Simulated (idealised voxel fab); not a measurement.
process module | voxel transistor to metal
cross-section cut | 300 nm wide | cells 5 nm
A cross-section is a grid of square cells, given in bands from the top down. A band is one or more rows of cells.
Each band's line starts with the height of the band's top and of its bottom, in nm. Then come its materials from left to right, each with its width in nm. One material with "throughout" fills the band from edge to edge. "air" is empty space.
Height 0 is the level under which the wafer as received is all one material. The lowest band goes on downwards, as in "0 down".
A width such as "30 to 40" changes by the same amount from each row of cells to the next, from the band's top row to its bottom row.
"no change" after a step means that no cell of the cross-section changed.
closed voids: empty space of 8 cells or more with no open way to the top, each as width x height at its distance from the left edge, in nm
after a step's settings: what the simulator itself notes on the step
overlay nm, on a step with a mask: how far to the right of its planned place the mask lay; to the left if negative
plan
1 op RECEIVE | material Si
2 op OXIDIZE | depth nm 5
3 op CONFORMAL_DEP | material SiN | thk nm 10
4 op MASKED_ETCH | tone cover | mask id ACTIVE | width nm 115 | pitch nm 135 | etch materials SiN | depth nm 10 | overlay nm 0
5 op MASKED_ETCH | tone cover | mask id ACTIVE | width nm 115 | pitch nm 135 | etch materials SiO2 | depth nm 5 | overlay nm 0
6 op MASKED_ETCH | tone cover | mask id ACTIVE | width nm 115 | pitch nm 135 | etch materials Si | depth nm 35 | overlay nm 0
7 op OXIDIZE | depth nm 5
8 op FILL_DEP | material SiO2 | thk nm 10
9 op CMP | height nm 10
10 op SELECTIVE_ETCH | etch materials SiO2 | depth nm 5
11 op STRIP | etch materials SiN
12 op SELECTIVE_ETCH | etch materials SiO2 | depth nm 5
13 op OXIDIZE | depth nm 5
14 op DIRECTIONAL_DEP | material polySi | thk nm 20
15 op DIRECTIONAL_DEP | material SiCN | thk nm 15
16 op DIRECTIONAL_DEP | material aC | thk nm 10
17 op PATTERN | tone cover | mask id GATE | material resist | width nm 25 | pitch nm 135 | thk nm 30 | overlay nm 0
18 op DIRECTIONAL_ETCH | etch materials aC | depth nm 10
19 op STRIP | etch materials resist
20 op DIRECTIONAL_ETCH | etch materials SiCN | depth nm 25
21 op DIRECTIONAL_ETCH | etch materials polySi | depth nm 30
22 op STRIP | etch materials aC
23 op CONFORMAL_DEP | material SiO2 | thk nm 5
24 op DIRECTIONAL_ETCH | etch materials SiO2 | depth nm 5
25 op CONFORMAL_DEP | material SiN | thk nm 5
26 op DIRECTIONAL_ETCH | etch materials SiN | depth nm 5
27 op DIRECTIONAL_ETCH | etch materials SiO2 | depth nm 5
28 op DIRECTIONAL_ETCH | etch materials Si | depth nm 10
29 op EPI | material pSi | thk nm 10
30 op FILL_DEP | material SiO2 | thk nm 5
31 op CMP | height nm 15
32 op STRIP | etch materials polySi
33 op SELECTIVE_ETCH | etch materials SiO2 | depth nm 5
34 op CONFORMAL_DEP | material HfO2 | thk nm 5
35 op CONFORMAL_DEP | material TiN | thk nm 5
36 op FILL_DEP | material W | thk nm 10
37 op CMP | height nm 10
38 op DIRECTIONAL_DEP | material SiO2 | thk nm 15
39 op MASKED_ETCH | tone open | mask id CONTACT | width nm 15 | etch materials SiO2 | depth nm 35 | overlay nm 0
40 op CONFORMAL_DEP | material TiN | thk nm 5
41 op FILL_DEP | material Ru | thk nm 10
42 op CMP | height nm 25
43 op DIRECTIONAL_DEP | material TiN | thk nm 5
44 op DIRECTIONAL_DEP | material Ru | thk nm 25
45 op MASKED_ETCH | tone cover | mask id METAL_1 | width nm 15 | etch materials Ru | depth nm 25 | overlay nm 0
46 op MASKED_ETCH | tone cover | mask id METAL_1 | width nm 15 | etch materials TiN | depth nm 5 | overlay nm 0
47 op FILL_DEP | material lowk | thk nm 5
48 op CMP | height nm 55
49 op CONFORMAL_DEP | material SiN | thk nm 5
as received, after step 1
  0 down: Si throughout
  closed voids: none
first wafer at the end, as planned
  60 to 55: SiN throughout
  55 to 30: lowk 35 | Ru 15 | lowk 65 | Ru 15 | lowk 40 | Ru 15 | lowk 65 | Ru 15 | lowk 35
  30 to 25: lowk 35 | TiN 15 | lowk 65 | TiN 15 | lowk 40 | TiN 15 | lowk 65 | TiN 15 | lowk 35
  25 to 10: SiO2 35 | TiN 5 | Ru 5 | TiN 5 | SiO2 65 | TiN 5 | Ru 5 | TiN 5 | SiO2 40 | TiN 5 | Ru 5 | TiN 5 | SiO2 65 | TiN 5 | Ru 5 | TiN 5 | SiO2 35
  10 to 0: SiO2 35 | TiN 5 | Ru 5 | TiN 5 | SiO2 10 | SiN 5 | HfO2 5 | TiN 5 | W 15 | TiN 5 | HfO2 5 | SiN 5 | SiO2 10 | TiN 5 | Ru 5 | TiN 5 | SiO2 40 | TiN 5 | Ru 5 | TiN 5 | SiO2 10 | SiN 5 | HfO2 5 | TiN 5 | W 15 | TiN 5 | HfO2 5 | SiN 5 | SiO2 10 | TiN 5 | Ru 5 | TiN 5 | SiO2 35
  0 to -5: SiO2 25 | SiN 5 | SiO2 5 | TiN 5 | Ru 5 | TiN 5 | pSi 10 | SiN 5 | HfO2 5 | TiN 25 | HfO2 5 | SiN 5 | pSi 10 | TiN 5 | Ru 5 | TiN 5 | SiO2 5 | SiN 5 | SiO2 20 | SiN 5 | SiO2 5 | TiN 5 | Ru 5 | TiN 5 | pSi 10 | SiN 5 | HfO2 5 | TiN 25 | HfO2 5 | SiN 5 | pSi 10 | TiN 5 | Ru 5 | TiN 5 | SiO2 5 | SiN 5 | SiO2 25
  -5 to -10: SiO2 35 | TiN 15 | pSi 10 | SiO2 5 | HfO2 35 | SiO2 5 | pSi 10 | TiN 15 | SiO2 40 | TiN 15 | pSi 10 | SiO2 5 | HfO2 35 | SiO2 5 | pSi 10 | TiN 15 | SiO2 35
  -10 to -20: SiO2 30 | pSi 30 | Si 45 | pSi 30 | SiO2 30 | pSi 30 | Si 45 | pSi 30 | SiO2 30
  -20 to -45: SiO2 30 | Si 105 | SiO2 30 | Si 105 | SiO2 30
  -45 down: Si throughout
  closed voids: none
second wafer at the end: like start, like plan, one mistake
  60 to 55: SiN throughout
  55 to 30: lowk 30 | Ru 25 | lowk 55 | Ru 25 | lowk 30 | Ru 25 | lowk 55 | Ru 25 | lowk 30
  30 to 25: lowk 30 | TiN 25 | lowk 55 | TiN 25 | lowk 30 | TiN 25 | lowk 55 | TiN 25 | lowk 30
  25 to 10: SiO2 35 | TiN 5 | Ru 5 | TiN 5 | SiO2 65 | TiN 5 | Ru 5 | TiN 5 | SiO2 40 | TiN 5 | Ru 5 | TiN 5 | SiO2 65 | TiN 5 | Ru 5 | TiN 5 | SiO2 35
  10 to 0: SiO2 35 | TiN 5 | Ru 5 | TiN 5 | SiO2 10 | SiN 5 | HfO2 5 | TiN 5 | W 15 | TiN 5 | HfO2 5 | SiN 5 | SiO2 10 | TiN 5 | Ru 5 | TiN 5 | SiO2 40 | TiN 5 | Ru 5 | TiN 5 | SiO2 10 | SiN 5 | HfO2 5 | TiN 5 | W 15 | TiN 5 | HfO2 5 | SiN 5 | SiO2 10 | TiN 5 | Ru 5 | TiN 5 | SiO2 35
  0 to -5: SiO2 25 | SiN 5 | SiO2 5 | TiN 5 | Ru 5 | TiN 5 | pSi 10 | SiN 5 | HfO2 5 | TiN 25 | HfO2 5 | SiN 5 | pSi 10 | TiN 5 | Ru 5 | TiN 5 | SiO2 5 | SiN 5 | SiO2 20 | SiN 5 | SiO2 5 | TiN 5 | Ru 5 | TiN 5 | pSi 10 | SiN 5 | HfO2 5 | TiN 25 | HfO2 5 | SiN 5 | pSi 10 | TiN 5 | Ru 5 | TiN 5 | SiO2 5 | SiN 5 | SiO2 25
  -5 to -10: SiO2 35 | TiN 15 | pSi 10 | SiO2 5 | HfO2 35 | SiO2 5 | pSi 10 | TiN 15 | SiO2 40 | TiN 15 | pSi 10 | SiO2 5 | HfO2 35 | SiO2 5 | pSi 10 | TiN 15 | SiO2 35
  -10 to -20: SiO2 30 | pSi 30 | Si 45 | pSi 30 | SiO2 30 | pSi 30 | Si 45 | pSi 30 | SiO2 30
  -20 to -45: SiO2 30 | Si 105 | SiO2 30 | Si 105 | SiO2 30
  -45 down: Si throughout
  closed voids: none
what went wrong: step 45 ran as: op MASKED_ETCH | tone cover | mask id METAL_1 | width nm 25 | etch materials Ru | depth nm 25 | overlay nm 0
at the end the second wafer has, in cells: 40 more of Ru | 8 more of TiN | 48 fewer of lowk
